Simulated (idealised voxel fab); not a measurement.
A process module follows: voxel self aligned vias.
Square cells of 5 nm make up the cross-section cut, whose width is 225 nm.
Reading order for cross-sections: top band down to bottom band. Underlying form: a grid of square cells. Band size: one or more rows of cells. Each band's line starts with the height of the band's top and of its bottom, in nm. Then come its materials from left to right, each with its width in nm. One material with "throughout" fills the band from edge to edge. "blank" is empty space. Height reference: 0 = level under which incoming wafer is all one material. Lowest band: no bottom, runs on downward, e.g. "from 0 down". Read "30..40" as a graded width: first number on top, second number at the bottom, same change between each pair of neighbouring rows. "nothing got changed", as given for a step, is the statement that not any cell of the cross-section underwent a change during that step. Closed empty spaces (no open way to the top) of 8 cells or more are what "Voids lacking openings" lists, each as width x height at distance from the left edge, nm for all three. Formally, on a step line, whatever follows the settings is a remark that the simulator itself makes on the step. overlay nm: for a step with a mask, the amount by which the mask lay right of where it was planned; a negative amount means left of it.

[Set out below are the planned steps of the process]
1 RECEIVE, material Si
2 CONFORMAL_DEP, material SiO2, thk nm 10
3 CONFORMAL_DEP, material SiCN, thk nm 5
4 DIRECTIONAL_DEP, material SiO2, thk nm 20
5 PATTERN, tone open, mask id LINES, material resist, width nm 25, pitch nm 60, thk nm 15, overlay nm 0
6 DIRECTIONAL_ETCH, etch materials SiO2, depth nm 20
7 STRIP, etch materials resist
8 CONFORMAL_DEP, material TiN, thk nm 5
9 FILL_DEP, material Ru, thk nm 5
10 CMP, height nm 35
11 SELECTIVE_ETCH, etch materials W Ru TiN, depth nm 10
12 FILL_DEP, material SiN, thk nm 5
13 CMP, height nm 35
14 DIRECTIONAL_DEP, material SiO2, thk nm 15
15 MASKED_ETCH, tone open, mask id VIAS, width nm 35, pitch nm 120, etch materials SiO2, depth nm 15, overlay nm 0
16 MASKED_ETCH, tone open, mask id VIAS, width nm 45, pitch nm 120, etch materials SiN, depth nm 10, overlay nm 0
17 CONFORMAL_DEP, material TiN, thk nm 5
18 FILL_DEP, material Cu, thk nm 5
19 CMP, height nm 50
20 CONFORMAL_DEP, material SiN, thk nm 5
For clarity, it should be stated that the wafers under discussion commence in an identical condition and differ with respect to the width nm of step 15, the plan indicating the value that the first wafer had.

[Cross-sectional view of the first of several wafers in the as-received condition, corresponding to the state following step 1]
* from 0 down: Si throughout
* Voids lacking openings: none

[Depicted here is the first of several wafers in cross-section, at module completion following the last step, step 20]
* from 55 to 50: SiN throughout
* from 50 to 40: SiO2 35, TiN 5, Cu 25, TiN 5, SiO2 85, TiN 5, Cu 25, TiN 5, SiO2 35
* from 40 to 35: SiO2 35, TiN 10, Cu 15, TiN 10, SiO2 85, TiN 10, Cu 15, TiN 10, SiO2 35
* from 35 to 30: SiO2 40, TiN 5, Cu 15, TiN 5, SiO2 35, SiN 25, SiO2 35, TiN 5, Cu 15, TiN 5, SiO2 40
* from 30 to 25: SiO2 40, TiN 25, SiO2 35, SiN 25, SiO2 35, TiN 25, SiO2 40
* from 25 to 20: SiO2 40, TiN 5, Ru 15, TiN 5, SiO2 35, TiN 5, Ru 15, TiN 5, SiO2 35, TiN 5, Ru 15, TiN 5, SiO2 40
* from 20 to 15: SiO2 40, TiN 25, SiO2 35, TiN 25, SiO2 35, TiN 25, SiO2 40
* from 15 to 10: SiCN throughout
* from 10 to 0: SiO2 throughout
* from 0 down: Si throughout
* Voids lacking openings: none

[End of module: cross-section, last of several wafers]
* from 55 to 50: SiN throughout
* from 50 to 40: SiO2 25, TiN 5, Cu 50, TiN 5, SiO2 60, TiN 5, Cu 50, TiN 5, SiO2 20
* from 40 to 35: SiO2 25, TiN 20, Cu 15, TiN 25, SiO2 60, TiN 20, Cu 15, TiN 25, SiO2 20
* from 35 to 30: SiO2 40, TiN 5, Cu 15, TiN 5, SiO2 35, SiN 25, SiO2 35, TiN 5, Cu 15, TiN 5, SiO2 40
* from 30 to 25: SiO2 40, TiN 25, SiO2 35, SiN 25, SiO2 35, TiN 25, SiO2 40
* from 25 to 20: SiO2 40, TiN 5, Ru 15, TiN 5, SiO2 35, TiN 5, Ru 15, TiN 5, SiO2 35, TiN 5, Ru 15, TiN 5, SiO2 40
* from 20 to 15: SiO2 40, TiN 25, SiO2 35, TiN 25, SiO2 35, TiN 25, SiO2 40
* from 15 to 10: SiCN throughout
* from 10 to 0: SiO2 throughout
* from 0 down: Si throughout
* Voids lacking openings: none

[The following table contains a row per wafer, in which are reported, at the conclusion of the module, the cells of each material gained (+) or lost (-) since the wafer's receipt, with its closed voids given thereafter]
width nm 35 | +32 Cu | +9 Ru | +45 SiCN | +55 SiN | +303 SiO2 | +51 TiN | Voids lacking openings: none
width nm 40 | +36 Cu | +9 Ru | +45 SiCN | +55 SiN | +297 SiO2 | +53 TiN | Voids lacking openings: none
width nm 45 | +40 Cu | +9 Ru | +45 SiCN | +55 SiN | +291 SiO2 | +55 TiN | Voids lacking openings: none
width nm 50 | +44 Cu | +9 Ru | +45 SiCN | +55 SiN | +285 SiO2 | +57 TiN | Voids lacking openings: none
width nm 55 | +48 Cu | +9 Ru | +45 SiCN | +55 SiN | +279 SiO2 | +59 TiN | Voids lacking openings: none
width nm 60 | +52 Cu | +9 Ru | +45 SiCN | +55 SiN | +273 SiO2 | +61 TiN | Voids lacking openings: none
